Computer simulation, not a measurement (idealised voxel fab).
process module | voxel lift off
cross-section cut | 235 nm wide | cells 5 nm
A cross-section is a grid of square cells, given in bands from the top down. A band is one or more rows of cells.
Each band's line starts with the height of the band's top and of its bottom, in nm. Then come its materials from left to right, each with its width in nm. One material with "throughout" fills the band from edge to edge. "air" is empty space.
Height 0 is the level under which the wafer as received is all one material. The lowest band goes on downwards, as in "0 down".
A width such as "30 to 40" changes by the same amount from each row of cells to the next, from the band's top row to its bottom row.
"no change" after a step means that no cell of the cross-section changed.
closed voids: empty space of 8 cells or more with no open way to the top, each as width x height at its distance from the left edge, in nm
after a step's settings: what the simulator itself notes on the step
overlay nm, on a step with a mask: how far to the right of its planned place the mask lay; to the left if negative
plan
1 op RECEIVE | material Si
2 op CONFORMAL_DEP | material SiN | thk nm 15
3 op PATTERN | tone open | mask id LINES | material resist | width nm 15 | pitch nm 30 | thk nm 20 | overlay nm 0
4 op DIRECTIONAL_DEP | material Ru | thk nm 10
5 op STRIP | etch materials resist
6 op CONFORMAL_DEP | material SiCN | thk nm 10
first wafer, as planned
as received, after step 1
  0 down: Si throughout
  closed voids: none
after step 2
  15 to 0: SiN throughout
  below 0: unchanged
after step 3
  35 to 15: resist 80 | air 15 | resist 15 | air 15 | resist 15 | air 15 | resist 80
  below 15: unchanged
after step 4
  45 to 35: Ru 80 | air 15 | Ru 15 | air 15 | Ru 15 | air 15 | Ru 80
  35 to 25: resist 80 | air 15 | resist 15 | air 15 | resist 15 | air 15 | resist 80
  25 to 15: resist 80 | Ru 15 | resist 15 | Ru 15 | resist 15 | Ru 15 | resist 80
  below 15: unchanged
after step 5
  25 to 15: air 80 | Ru 15 | air 15 | Ru 15 | air 15 | Ru 15 | air 80
  below 15: unchanged
after step 6
  35 to 25: air 70 | SiCN 95 | air 70
  25 to 15: SiCN 80 | Ru 15 | SiCN 15 | Ru 15 | SiCN 15 | Ru 15 | SiCN 80
  below 15: unchanged
second wafer: like start, like plan, one mistake. Through step 2 it matches the first wafer
when step 3 should have ended
  35 to 15: resist 90 | air 15 | resist 15 | air 15 | resist 15 | air 15 | resist 70
  below 15: unchanged
when step 4 should have ended
  45 to 35: Ru 90 | air 15 | Ru 15 | air 15 | Ru 15 | air 15 | Ru 70
  35 to 25: resist 90 | air 15 | resist 15 | air 15 | resist 15 | air 15 | resist 70
  25 to 15: resist 90 | Ru 15 | resist 15 | Ru 15 | resist 15 | Ru 15 | resist 70
  below 15: unchanged
when step 5 should have ended
  25 to 15: air 90 | Ru 15 | air 15 | Ru 15 | air 15 | Ru 15 | air 70
  below 15: unchanged
when step 6 should have ended
  35 to 25: air 80 | SiCN 95 | air 60
  25 to 15: SiCN 90 | Ru 15 | SiCN 15 | Ru 15 | SiCN 15 | Ru 15 | SiCN 70
  below 15: unchanged
what went wrong: step 3 ran as: op PATTERN | tone open | mask id LINES | material resist | width nm 15 | pitch nm 30 | thk nm 20 | overlay nm 10
at the end the second wafer has, in cells: as many of each material as the first, in other places
